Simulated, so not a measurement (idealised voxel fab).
process module | voxel capacitor over wiring
Displayed cross-section: cut, width of 235 nm, square cells sized 5 nm.
Each cross-section below is a grid of square cells, stated as bands in top-down order, with one or more rows of cells making up each band.
In this notation a band is specified by the heights of its top and bottom, in that order and in nm, after which its materials appear from left to right, each paired with its width in nm. The word "throughout" attached to a single material means that material fills the band from edge to edge; the word "air" stands for empty space.
All heights in this document are referenced to 0, defined as the level beneath which the wafer, as received, consists entirely of one material. The lowest band is not bounded below; it extends indefinitely downward and is written in the form "top 0, no bottom".
With a width like "30 to 40", each row of cells in the band differs from the next by the same amount, the top row carrying the first number and the bottom row the second.
A step reported as "nothing changed" is a step in which no cell of the cross-section changed.
Voids not open to the top, 8 cells minimum: see "Voids, enclosed". Written width x height at distance; distance is from the left edge; nm.
On each step's line, the part that comes after the settings is the simulator's own comment on the step.
overlay nm: step with mask; distance mask lay right of planned place; negative value = left of planned place.
**So here's the lineup of process steps we planned**
1. RECEIVE,material Si
2. CONFORMAL_DEP,material SiO2,thk nm 10
3. CONFORMAL_DEP,material SiCN,thk nm 5
4. DIRECTIONAL_DEP,material SiO2,thk nm 15
5. PATTERN,tone open,mask id METAL_1,material resist,width nm 30,pitch nm 100,thk nm 20,overlay nm 0
6. DIRECTIONAL_ETCH,etch materials SiO2,depth nm 15
7. DIRECTIONAL_ETCH,etch materials SiCN,depth nm 5
8. STRIP,etch materials resist
9. CONFORMAL_DEP,material TiN,thk nm 5
10. FILL_DEP,material Cu,thk nm 5
11. CMP,height nm 30
12. CONFORMAL_DEP,material SiCN,thk nm 5
13. DIRECTIONAL_DEP,material lowk,thk nm 15
14. MASKED_ETCH,tone open,mask id PLUG_1,width nm 15,etch materials lowk,depth nm 15,overlay nm 0
15. MASKED_ETCH,tone open,mask id PLUG_1,width nm 15,etch materials SiCN,depth nm 5,overlay nm 0
16. EPI,material Ru,thk nm 10
17. EPI,material Ru,thk nm 10
18. DIRECTIONAL_DEP,material TiN,thk nm 5
19. DIRECTIONAL_DEP,material Al2O3,thk nm 5
20. DIRECTIONAL_DEP,material TiN,thk nm 5
21. MASKED_ETCH,tone cover,mask id UPPER_PLATE,width nm 75,etch materials TiN,depth nm 5,overlay nm 0
22. MASKED_ETCH,tone cover,mask id UPPER_PLATE,width nm 75,etch materials Al2O3,depth nm 5,overlay nm 0
23. PATTERN,tone cover,mask id LOWER_PLATE,material resist,width nm 85,thk nm 15,overlay nm 0
24. DIRECTIONAL_ETCH,etch materials TiN,depth nm 5
25. STRIP,etch materials resist
26. FILL_DEP,material SiO2,thk nm 15
27. CMP,height nm 75
28. DIRECTIONAL_DEP,material aC,thk nm 10
29. PATTERN,tone open,mask id PLUG_2,material resist,width nm 15,thk nm 30,overlay nm 0
30. DIRECTIONAL_ETCH,etch materials aC,depth nm 10
31. STRIP,etch materials resist
32. DIRECTIONAL_ETCH,etch materials SiO2,depth nm 10
33. STRIP,etch materials aC
34. CONFORMAL_DEP,material TiN,thk nm 5
35. FILL_DEP,material Cu,thk nm 10
36. CMP,height nm 75
37. CONFORMAL_DEP,material SiCN,thk nm 5
**The first of the two wafers, which ran as planned**
**Incoming wafer in cross-section (state: after step 1)**
- top 0, no bottom | Si throughout
- Voids, enclosed: none
**The wafer, seen in cross-section, after step 2**
- top 10, bottom 0 | SiO2 throughout
- All layers under 0 are left as they were.
**The wafer, seen in cross-section, after step 3**
- top 15, bottom 10 | SiCN throughout
- All layers under 10 are left as they were.
**The wafer, seen in cross-section, after step 4**
- top 30, bottom 15 | SiO2 throughout
- All layers under 15 are left as they were.
**The wafer, seen in cross-section, after step 5**
- top 50, bottom 30 | resist=50; air=30; resist=70; air=30; resist=55
- All layers under 30 are left as they were.
**The wafer, seen in cross-section, after step 6**
- top 50, bottom 30 | resist=50; air=30; resist=70; air=30; resist=55
- top 30, bottom 15 | SiO2=50; air=30; SiO2=70; air=30; SiO2=55
- All layers under 15 are left as they were.
**The wafer, seen in cross-section, after step 7**
- top 50, bottom 30 | resist=50; air=30; resist=70; air=30; resist=55
- top 30, bottom 15 | SiO2=50; air=30; SiO2=70; air=30; SiO2=55
- top 15, bottom 10 | SiCN=50; air=30; SiCN=70; air=30; SiCN=55
- All layers under 10 are left as they were.
**The wafer, seen in cross-section, after step 8**
- top 30, bottom 15 | SiO2=50; air=30; SiO2=70; air=30; SiO2=55
- All layers under 15 are left as they were.
**The wafer, seen in cross-section, after step 9**
- top 35, bottom 30 | TiN=55; air=20; TiN=80; air=20; TiN=60
- top 30, bottom 15 | SiO2=50; TiN=5; air=20; TiN=5; SiO2=70; TiN=5; air=20; TiN=5; SiO2=55
- top 15, bottom 10 | SiCN=50; TiN=30; SiCN=70; TiN=30; SiCN=55
- All layers under 10 are left as they were.
**The wafer, seen in cross-section, after step 10**
- top 40, bottom 35 | Cu throughout
- top 35, bottom 30 | TiN=55; Cu=20; TiN=80; Cu=20; TiN=60
- top 30, bottom 15 | SiO2=50; TiN=5; Cu=20; TiN=5; SiO2=70; TiN=5; Cu=20; TiN=5; SiO2=55
- All layers under 15 are left as they were.
**The wafer, seen in cross-section, after step 11**
- top 30, bottom 15 | SiO2=50; TiN=5; Cu=20; TiN=5; SiO2=70; TiN=5; Cu=20; TiN=5; SiO2=55
- All layers under 15 are left as they were.
**The wafer, seen in cross-section, after step 12**
- top 35, bottom 30 | SiCN throughout
- All layers under 30 are left as they were.
**The wafer, seen in cross-section, after step 13**
- top 50, bottom 35 | lowk throughout
- All layers under 35 are left as they were.
**The wafer, seen in cross-section, after step 14**
- top 50, bottom 35 | lowk=65; air=15; lowk=155
- All layers under 35 are left as they were.
**The wafer, seen in cross-section, after step 15**
- top 50, bottom 35 | lowk=65; air=15; lowk=155
- top 35, bottom 30 | SiCN=65; air=15; SiCN=155
- All layers under 30 are left as they were.
**The wafer, seen in cross-section, after step 16**
- top 50, bottom 40 | lowk=65; air=15; lowk=155
- top 40, bottom 35 | lowk=65; Ru=15; lowk=155
- top 35, bottom 30 | SiCN=65; Ru=15; SiCN=155
- All layers under 30 are left as they were.
**The wafer, seen in cross-section, after step 17**
- top 50, bottom 35 | lowk=65; Ru=15; lowk=155
- All layers under 35 are left as they were.
**The wafer, seen in cross-section, after step 18**
- top 55, bottom 50 | TiN throughout
- All layers under 50 are left as they were.
**The wafer, seen in cross-section, after step 19**
- top 60, bottom 55 | Al2O3 throughout
- All layers under 55 are left as they were.
**The wafer, seen in cross-section, after step 20**
- top 65, bottom 60 | TiN throughout
- All layers under 60 are left as they were.
**The wafer, seen in cross-section, after step 21**
- top 65, bottom 60 | air=65; TiN=75; air=95
- All layers under 60 are left as they were.
**The wafer, seen in cross-section, after step 22**
- top 65, bottom 60 | air=65; TiN=75; air=95
- top 60, bottom 55 | air=65; Al2O3=75; air=95
- All layers under 55 are left as they were.
**The wafer, seen in cross-section, after step 23**
- top 80, bottom 65 | air=60; resist=85; air=90
- top 65, bottom 60 | air=60; resist=5; TiN=75; resist=5; air=90
- top 60, bottom 55 | air=60; resist=5; Al2O3=75; resist=5; air=90
- All layers under 55 are left as they were.
**The wafer, seen in cross-section, after step 24**
- top 80, bottom 65 | air=60; resist=85; air=90
- top 65, bottom 60 | air=60; resist=5; TiN=75; resist=5; air=90
- top 60, bottom 55 | air=60; resist=5; Al2O3=75; resist=5; air=90
- top 55, bottom 50 | air=60; TiN=85; air=90
- All layers under 50 are left as they were.
**The wafer, seen in cross-section, after step 25**
- top 65, bottom 60 | air=65; TiN=75; air=95
- top 60, bottom 55 | air=65; Al2O3=75; air=95
- All layers under 55 are left as they were.
**The wafer, seen in cross-section, after step 26**
- top 80, bottom 65 | SiO2 throughout
- top 65, bottom 60 | SiO2=65; TiN=75; SiO2=95
- top 60, bottom 55 | SiO2=65; Al2O3=75; SiO2=95
- top 55, bottom 50 | SiO2=60; TiN=85; SiO2=90
- All layers under 50 are left as they were.
**The wafer, seen in cross-section, after step 27**
- top 75, bottom 65 | SiO2 throughout
- All layers under 65 are left as they were.
**The wafer, seen in cross-section, after step 28**
- top 85, bottom 75 | aC throughout
- All layers under 75 are left as they were.
**The wafer, seen in cross-section, after step 29**
- top 115, bottom 85 | resist=75; air=15; resist=145
- All layers under 85 are left as they were.
**The wafer, seen in cross-section, after step 30**
- top 105, bottom 85 | resist=75; air=15; resist=145
- top 85, bottom 75 | aC=75; air=15; aC=145
- All layers under 75 are left as they were.
**The wafer, seen in cross-section, after step 31**
- top 85, bottom 75 | aC=75; air=15; aC=145
- All layers under 75 are left as they were.
**The wafer, seen in cross-section, after step 32**
- top 85, bottom 75 | aC=75; air=15; aC=145
- top 75, bottom 65 | SiO2=75; air=15; SiO2=145
- All layers under 65 are left as they were.
**The wafer, seen in cross-section, after step 33**
- top 75, bottom 65 | SiO2=75; air=15; SiO2=145
- All layers under 65 are left as they were.
**The wafer, seen in cross-section, after step 34**
- top 80, bottom 75 | TiN=80; air=5; TiN=150
- top 75, bottom 70 | SiO2=75; TiN=5; air=5; TiN=5; SiO2=145
- top 70, bottom 60 | SiO2=75 to 65; TiN=15 to 75; SiO2=145 to 95
- All layers under 60 are left as they were.
**The wafer, seen in cross-section, after step 35**
- top 90, bottom 80 | Cu throughout
- top 80, bottom 75 | TiN=80; Cu=5; TiN=150
- top 75, bottom 70 | SiO2=75; TiN=5; Cu=5; TiN=5; SiO2=145
- All layers under 70 are left as they were.
**The wafer, seen in cross-section, after step 36**
- top 75, bottom 70 | SiO2=75; TiN=5; Cu=5; TiN=5; SiO2=145
- All layers under 70 are left as they were.
**The wafer, seen in cross-section, after step 37**
- top 80, bottom 75 | SiCN throughout
- All layers under 75 are left as they were.
**It is to be noted that the second wafer proceeded from the same initial state and according to the same plan as the first, although one mistake was committed in its execution; through step 13, inclusive, the two wafers share an identical history**
**Cross-section of the second wafer corresponding to the planned conclusion of step 14**
- top 50, bottom 40 | lowk=65; air=15; lowk=155
- All layers under 40 are left as they were.
Cross-section of the second wafer corresponding to the planned conclusion of step 15: nothing changed
Cross-section of the second wafer corresponding to the planned conclusion of step 16: nothing changed
Cross-section of the second wafer corresponding to the planned conclusion of step 17: nothing changed
**Cross-section of the second wafer corresponding to the planned conclusion of step 18**
- top 55, bottom 50 | TiN=65; air=15; TiN=155
- top 50, bottom 45 | lowk=65; air=15; lowk=155
- top 45, bottom 40 | lowk=65; TiN=15; lowk=155
- All layers under 40 are left as they were.
**Cross-section of the second wafer corresponding to the planned conclusion of step 19**
- top 60, bottom 55 | Al2O3=65; air=15; Al2O3=155
- top 55, bottom 50 | TiN=65; air=15; TiN=155
- top 50, bottom 45 | lowk=65; Al2O3=15; lowk=155
- All layers under 45 are left as they were.
**Cross-section of the second wafer corresponding to the planned conclusion of step 20**
- top 65, bottom 60 | TiN=65; air=15; TiN=155
- top 60, bottom 55 | Al2O3=65; air=15; Al2O3=155
- top 55, bottom 50 | TiN throughout
- All layers under 50 are left as they were.
**Cross-section of the second wafer corresponding to the planned conclusion of step 21**
- top 65, bottom 60 | air=80; TiN=60; air=95
- All layers under 60 are left as they were.
**Cross-section of the second wafer corresponding to the planned conclusion of step 22**
- top 65, bottom 60 | air=80; TiN=60; air=95
- top 60, bottom 55 | air=80; Al2O3=60; air=95
- All layers under 55 are left as they were.
**Cross-section of the second wafer corresponding to the planned conclusion of step 23**
- top 80, bottom 65 | air=60; resist=85; air=90
- top 65, bottom 60 | air=60; resist=20; TiN=60; resist=5; air=90
- top 60, bottom 55 | air=60; resist=20; Al2O3=60; resist=5; air=90
- All layers under 55 are left as they were.
**Cross-section of the second wafer corresponding to the planned conclusion of step 24**
- top 80, bottom 65 | air=60; resist=85; air=90
- top 65, bottom 60 | air=60; resist=20; TiN=60; resist=5; air=90
- top 60, bottom 55 | air=60; resist=20; Al2O3=60; resist=5; air=90
- top 55, bottom 50 | air=60; TiN=85; air=90
- All layers under 50 are left as they were.
**Cross-section of the second wafer corresponding to the planned conclusion of step 25**
- top 65, bottom 60 | air=80; TiN=60; air=95
- top 60, bottom 55 | air=80; Al2O3=60; air=95
- All layers under 55 are left as they were.
**Cross-section of the second wafer corresponding to the planned conclusion of step 26**
- top 80, bottom 65 | SiO2 throughout
- top 65, bottom 60 | SiO2=80; TiN=60; SiO2=95
- top 60, bottom 55 | SiO2=80; Al2O3=60; SiO2=95
- top 55, bottom 50 | SiO2=60; TiN=85; SiO2=90
- All layers under 50 are left as they were.
**Cross-section of the second wafer corresponding to the planned conclusion of step 27**
- top 75, bottom 65 | SiO2 throughout
- All layers under 65 are left as they were.
**Cross-section of the second wafer corresponding to the planned conclusion of step 28**
- top 85, bottom 75 | aC throughout
- All layers under 75 are left as they were.
**Cross-section of the second wafer corresponding to the planned conclusion of step 29**
- top 115, bottom 85 | resist=75; air=15; resist=145
- All layers under 85 are left as they were.
**Cross-section of the second wafer corresponding to the planned conclusion of step 30**
- top 105, bottom 85 | resist=75; air=15; resist=145
- top 85, bottom 75 | aC=75; air=15; aC=145
- All layers under 75 are left as they were.
**Cross-section of the second wafer corresponding to the planned conclusion of step 31**
- top 85, bottom 75 | aC=75; air=15; aC=145
- All layers under 75 are left as they were.
**Cross-section of the second wafer corresponding to the planned conclusion of step 32**
- top 85, bottom 75 | aC=75; air=15; aC=145
- top 75, bottom 65 | SiO2=75; air=15; SiO2=145
- All layers under 65 are left as they were.
**Cross-section of the second wafer corresponding to the planned conclusion of step 33**
- top 75, bottom 65 | SiO2=75; air=15; SiO2=145
- All layers under 65 are left as they were.
**Cross-section of the second wafer corresponding to the planned conclusion of step 34**
- top 80, bottom 75 | TiN=80; air=5; TiN=150
- top 75, bottom 70 | SiO2=75; TiN=5; air=5; TiN=5; SiO2=145
- top 70, bottom 60 | SiO2=75 to 80; TiN=15 to 60; SiO2=145 to 95
- All layers under 60 are left as they were.
**Cross-section of the second wafer corresponding to the planned conclusion of step 35**
- top 90, bottom 80 | Cu throughout
- top 80, bottom 75 | TiN=80; Cu=5; TiN=150
- top 75, bottom 70 | SiO2=75; TiN=5; Cu=5; TiN=5; SiO2=145
- All layers under 70 are left as they were.
**Cross-section of the second wafer corresponding to the planned conclusion of step 36**
- top 75, bottom 70 | SiO2=75; TiN=5; Cu=5; TiN=5; SiO2=145
- All layers under 70 are left as they were.
**Cross-section of the second wafer corresponding to the planned conclusion of step 37**
- top 80, bottom 75 | SiCN throughout
- All layers under 75 are left as they were.
Want to know what went wrong? the process deviated at step 14: the operation and settings actually run there were MASKED_ETCH,tone open,mask id PLUG_1,width nm 15,etch materials lowk,depth nm 10,overlay nm 0
The second wafer ends with more or fewer cells of some materials than the first, per final count: 12 fewer of Ru; 3 more of SiCN; 6 more of SiO2; 3 more of lowk
